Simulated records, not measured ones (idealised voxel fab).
The document below concerns the process module designated voxel air gaps.
Square cells of 5 nm make up the cross-section cut, whose width is 220 nm.
Cross-section format: a grid of square cells, given as bands from top to bottom; each band is one or more rows of cells.
In this notation a band is specified by the heights of its top and bottom, in that order and in nm, after which its materials appear from left to right, each paired with its width in nm. The word "everywhere" attached to a single material means that material fills the band from edge to edge; the word "empty" stands for empty space.
It should be noted that heights are counted from 0, beneath which the wafer as supplied is of one material throughout, and that the lowest band possesses no lower boundary but continues downward, as written in "0 and below".
It should be noted that a width expressed as "30->40" varies in equal increments from row to row of cells within the band, taking the value of the first number at the top row and that of the second number at the bottom row.
"same as before", as given for a step, is the statement that not any cell of the cross-section underwent a change during that step.
Entry "Cavities, closed". Content: empty spaces with no open connection to the top, size 8 cells or greater. Each: width x height at distance. Distance: from left edge. Unit: nm.
Where a step's line continues beyond its settings, the continuation is a remark by the simulator itself on that step.
"overlay nm" on a masked step: distance the mask lay right of its planned place, negative for left.

-- Below is the list of planned process steps
1: RECEIVE with material Si
2: CONFORMAL_DEP with material SiO2, thk nm 10
3: CONFORMAL_DEP with material SiN, thk nm 5
4: DIRECTIONAL_DEP with material lowk, thk nm 35
5: DIRECTIONAL_DEP with material aC, thk nm 15
6: PATTERN with tone open, mask id LINES, material resist, width nm 25, pitch nm 50, thk nm 30, overlay nm 0
7: DIRECTIONAL_ETCH with etch materials aC, depth nm 15
8: STRIP with etch materials resist
9: DIRECTIONAL_ETCH with etch materials lowk, depth nm 35
10: STRIP with etch materials aC
11: CONFORMAL_DEP with material TiN, thk nm 5
12: FILL_DEP with material Ru, thk nm 5
13: CMP with height nm 50
14: EPI with material Ru, thk nm 10
15: SELECTIVE_ETCH with etch materials lowk, depth nm 45
16: CONFORMAL_DEP with material SiCN, thk nm 5

-- first wafer, as planned

-- Here's what the wafer looked like in cross-section when it arrived - that's after step 1
> 0 and below = Si everywhere
> Cavities, closed: none

-- Presented here is a cross-section of the wafer after step 2 has been performed
> 10 down to 0 = SiO2 everywhere
> Everything under 0 stays put, no change at all.

-- Presented here is a cross-section of the wafer after step 3 has been performed
> 15 down to 10 = SiN everywhere
> Everything under 10 stays put, no change at all.

-- Presented here is a cross-section of the wafer after step 4 has been performed
> 50 down to 15 = lowk everywhere
> Everything under 15 stays put, no change at all.

-- Presented here is a cross-section of the wafer after step 5 has been performed
> 65 down to 50 = aC everywhere
> Everything under 50 stays put, no change at all.

-- Presented here is a cross-section of the wafer after step 6 has been performed
> 95 down to 65 = resist (20), then empty (25), then resist (25), then empty (25), then resist (25), then empty (25), then resist (25), then empty (25), then resist (25)
> Everything under 65 stays put, no change at all.

-- Presented here is a cross-section of the wafer after step 7 has been performed
> 80 down to 65 = resist (20), then empty (25), then resist (25), then empty (25), then resist (25), then empty (25), then resist (25), then empty (25), then resist (25)
> 65 down to 50 = aC (20), then empty (25), then aC (25), then empty (25), then aC (25), then empty (25), then aC (25), then empty (25), then aC (25)
> Everything under 50 stays put, no change at all.

-- Presented here is a cross-section of the wafer after step 8 has been performed
> 65 down to 50 = aC (20), then empty (25), then aC (25), then empty (25), then aC (25), then empty (25), then aC (25), then empty (25), then aC (25)
> Everything under 50 stays put, no change at all.

-- Presented here is a cross-section of the wafer after step 9 has been performed
> 65 down to 50 = aC (20), then empty (25), then aC (25), then empty (25), then aC (25), then empty (25), then aC (25), then empty (25), then aC (25)
> 50 down to 15 = lowk (20), then empty (25), then lowk (25), then empty (25), then lowk (25), then empty (25), then lowk (25), then empty (25), then lowk (25)
> Everything under 15 stays put, no change at all.

-- Presented here is a cross-section of the wafer after step 10 has been performed
> 50 down to 15 = lowk (20), then empty (25), then lowk (25), then empty (25), then lowk (25), then empty (25), then lowk (25), then empty (25), then lowk (25)
> Everything under 15 stays put, no change at all.

-- Presented here is a cross-section of the wafer after step 11 has been performed
> 55 down to 50 = TiN (25), then empty (15), then TiN (35), then empty (15), then TiN (35), then empty (15), then TiN (35), then empty (15), then TiN (30)
> 50 down to 20 = lowk (20), then TiN (5), then empty (15), then TiN (5), then lowk (25), then TiN (5), then empty (15), then TiN (5), then lowk (25), then TiN (5), then empty (15), then TiN (5), then lowk (25), then TiN (5), then empty (15), then TiN (5), then lowk (25)
> 20 down to 15 = lowk (20), then TiN (25), then lowk (25), then TiN (25), then lowk (25), then TiN (25), then lowk (25), then TiN (25), then lowk (25)
> Everything under 15 stays put, no change at all.

-- Presented here is a cross-section of the wafer after step 12 has been performed
> 60 down to 55 = Ru everywhere
> 55 down to 50 = TiN (25), then Ru (15), then TiN (35), then Ru (15), then TiN (35), then Ru (15), then TiN (35), then Ru (15), then TiN (30)
> 50 down to 20 = lowk (20), then TiN (5), then Ru (15), then TiN (5), then lowk (25), then TiN (5), then Ru (15), then TiN (5), then lowk (25), then TiN (5), then Ru (15), then TiN (5), then lowk (25), then TiN (5), then Ru (15), then TiN (5), then lowk (25)
> Everything under 20 stays put, no change at all.

-- Presented here is a cross-section of the wafer after step 13 has been performed
> 50 down to 20 = lowk (20), then TiN (5), then Ru (15), then TiN (5), then lowk (25), then TiN (5), then Ru (15), then TiN (5), then lowk (25), then TiN (5), then Ru (15), then TiN (5), then lowk (25), then TiN (5), then Ru (15), then TiN (5), then lowk (25)
> Everything under 20 stays put, no change at all.

-- Presented here is a cross-section of the wafer after step 14 has been performed
> 60 down to 50 = empty (10), then Ru (45), then empty (5), then Ru (45), then empty (5), then Ru (45), then empty (5), then Ru (45), then empty (15)
> Everything under 50 stays put, no change at all.

-- Presented here is a cross-section of the wafer after step 15 has been performed
> 60 down to 50 = empty (10), then Ru (45), then empty (5), then Ru (45), then empty (5), then Ru (45), then empty (5), then Ru (45), then empty (15)
> 50 down to 20 = empty (20), then TiN (5), then Ru (15), then TiN (5), then empty (25), then TiN (5), then Ru (15), then TiN (5), then empty (25), then TiN (5), then Ru (15), then TiN (5), then empty (25), then TiN (5), then Ru (15), then TiN (5), then empty (25)
> 20 down to 15 = empty (20), then TiN (25), then empty (25), then TiN (25), then empty (25), then TiN (25), then empty (25), then TiN (25), then empty (25)
> Everything under 15 stays put, no change at all.

-- Presented here is a cross-section of the wafer after step 16 has been performed
> 65 down to 60 = empty (5), then SiCN (205), then empty (10)
> 60 down to 50 = empty (5), then SiCN (5), then Ru (45), then SiCN (5), then Ru (45), then SiCN (5), then Ru (45), then SiCN (5), then Ru (45), then SiCN (5), then empty (10)
> 50 down to 45 = empty (5), then SiCN (15), then TiN (5), then Ru (15), then TiN (5), then SiCN (25), then TiN (5), then Ru (15), then TiN (5), then SiCN (25), then TiN (5), then Ru (15), then TiN (5), then SiCN (25), then TiN (5), then Ru (15), then TiN (5), then SiCN (15), then empty (10)
> 45 down to 20 = empty (15), then SiCN (5), then TiN (5), then Ru (15), then TiN (5), then SiCN (5), then empty (15), then SiCN (5), then TiN (5), then Ru (15), then TiN (5), then SiCN (5), then empty (15), then SiCN (5), then TiN (5), then Ru (15), then TiN (5), then SiCN (5), then empty (15), then SiCN (5), then TiN (5), then Ru (15), then TiN (5), then SiCN (5), then empty (20)
> 20 down to 15 = SiCN (20), then TiN (25), then SiCN (25), then TiN (25), then SiCN (25), then TiN (25), then SiCN (25), then TiN (25), then SiCN (25)
> Everything under 15 stays put, no change at all.
> Cavities, closed: 15 x 25 at 50; 15 x 25 at 100; 15 x 25 at 150

-- Second Wafer (Identical Start and Plan, One Processing Error; Matches First Wafer Through Step 5)

-- Second wafer: cross-section at the scheduled end of step 6
> 95 down to 65 = resist (25), then empty (25), then resist (25), then empty (25), then resist (25), then empty (25), then resist (25), then empty (25), then resist (20)
> Everything under 65 stays put, no change at all.

-- Second wafer: cross-section at the scheduled end of step 7
> 80 down to 65 = resist (25), then empty (25), then resist (25), then empty (25), then resist (25), then empty (25), then resist (25), then empty (25), then resist (20)
> 65 down to 50 = aC (25), then empty (25), then aC (25), then empty (25), then aC (25), then empty (25), then aC (25), then empty (25), then aC (20)
> Everything under 50 stays put, no change at all.

-- Second wafer: cross-section at the scheduled end of step 8
> 65 down to 50 = aC (25), then empty (25), then aC (25), then empty (25), then aC (25), then empty (25), then aC (25), then empty (25), then aC (20)
> Everything under 50 stays put, no change at all.

-- Second wafer: cross-section at the scheduled end of step 9
> 65 down to 50 = aC (25), then empty (25), then aC (25), then empty (25), then aC (25), then empty (25), then aC (25), then empty (25), then aC (20)
> 50 down to 15 = lowk (25), then empty (25), then lowk (25), then empty (25), then lowk (25), then empty (25), then lowk (25), then empty (25), then lowk (20)
> Everything under 15 stays put, no change at all.

-- Second wafer: cross-section at the scheduled end of step 10
> 50 down to 15 = lowk (25), then empty (25), then lowk (25), then empty (25), then lowk (25), then empty (25), then lowk (25), then empty (25), then lowk (20)
> Everything under 15 stays put, no change at all.

-- Second wafer: cross-section at the scheduled end of step 11
> 55 down to 50 = TiN (30), then empty (15), then TiN (35), then empty (15), then TiN (35), then empty (15), then TiN (35), then empty (15), then TiN (25)
> 50 down to 20 = lowk (25), then TiN (5), then empty (15), then TiN (5), then lowk (25), then TiN (5), then empty (15), then TiN (5), then lowk (25), then TiN (5), then empty (15), then TiN (5), then lowk (25), then TiN (5), then empty (15), then TiN (5), then lowk (20)
> 20 down to 15 = lowk (25), then TiN (25), then lowk (25), then TiN (25), then lowk (25), then TiN (25), then lowk (25), then TiN (25), then lowk (20)
> Everything under 15 stays put, no change at all.

-- Second wafer: cross-section at the scheduled end of step 12
> 60 down to 55 = Ru everywhere
> 55 down to 50 = TiN (30), then Ru (15), then TiN (35), then Ru (15), then TiN (35), then Ru (15), then TiN (35), then Ru (15), then TiN (25)
> 50 down to 20 = lowk (25), then TiN (5), then Ru (15), then TiN (5), then lowk (25), then TiN (5), then Ru (15), then TiN (5), then lowk (25), then TiN (5), then Ru (15), then TiN (5), then lowk (25), then TiN (5), then Ru (15), then TiN (5), then lowk (20)
> Everything under 20 stays put, no change at all.

-- Second wafer: cross-section at the scheduled end of step 13
> 50 down to 20 = lowk (25), then TiN (5), then Ru (15), then TiN (5), then lowk (25), then TiN (5), then Ru (15), then TiN (5), then lowk (25), then TiN (5), then Ru (15), then TiN (5), then lowk (25), then TiN (5), then Ru (15), then TiN (5), then lowk (20)
> Everything under 20 stays put, no change at all.

-- Second wafer: cross-section at the scheduled end of step 14
> 60 down to 50 = empty (15), then Ru (45), then empty (5), then Ru (45), then empty (5), then Ru (45), then empty (5), then Ru (45), then empty (10)
> Everything under 50 stays put, no change at all.

-- Second wafer: cross-section at the scheduled end of step 15
> 60 down to 50 = empty (15), then Ru (45), then empty (5), then Ru (45), then empty (5), then Ru (45), then empty (5), then Ru (45), then empty (10)
> 50 down to 20 = empty (25), then TiN (5), then Ru (15), then TiN (5), then empty (25), then TiN (5), then Ru (15), then TiN (5), then empty (25), then TiN (5), then Ru (15), then TiN (5), then empty (25), then TiN (5), then Ru (15), then TiN (5), then empty (20)
> 20 down to 15 = empty (25), then TiN (25), then empty (25), then TiN (25), then empty (25), then TiN (25), then empty (25), then TiN (25), then empty (20)
> Everything under 15 stays put, no change at all.

-- Second wafer: cross-section at the scheduled end of step 16
> 65 down to 60 = empty (10), then SiCN (205), then empty (5)
> 60 down to 50 = empty (10), then SiCN (5), then Ru (45), then SiCN (5), then Ru (45), then SiCN (5), then Ru (45), then SiCN (5), then Ru (45), then SiCN (5), then empty (5)
> 50 down to 45 = empty (10), then SiCN (15), then TiN (5), then Ru (15), then TiN (5), then SiCN (25), then TiN (5), then Ru (15), then TiN (5), then SiCN (25), then TiN (5), then Ru (15), then TiN (5), then SiCN (25), then TiN (5), then Ru (15), then TiN (5), then SiCN (15), then empty (5)
> 45 down to 20 = empty (20), then SiCN (5), then TiN (5), then Ru (15), then TiN (5), then SiCN (5), then empty (15), then SiCN (5), then TiN (5), then Ru (15), then TiN (5), then SiCN (5), then empty (15), then SiCN (5), then TiN (5), then Ru (15), then TiN (5), then SiCN (5), then empty (15), then SiCN (5), then TiN (5), then Ru (15), then TiN (5), then SiCN (5), then empty (15)
> 20 down to 15 = SiCN (25), then TiN (25), then SiCN (25), then TiN (25), then SiCN (25), then TiN (25), then SiCN (25), then TiN (25), then SiCN (20)
> Everything under 15 stays put, no change at all.
> Cavities, closed: 15 x 25 at 55; 15 x 25 at 105; 15 x 25 at 155
Which mistake was made when the wafer was run? rather than as planned, step 6 actually ran as PATTERN with tone open, mask id LINES, material resist, width nm 25, pitch nm 50, thk nm 30, overlay nm 5
Heads up: at the end the two wafers have identical cell counts per material, they're just laid out differently.
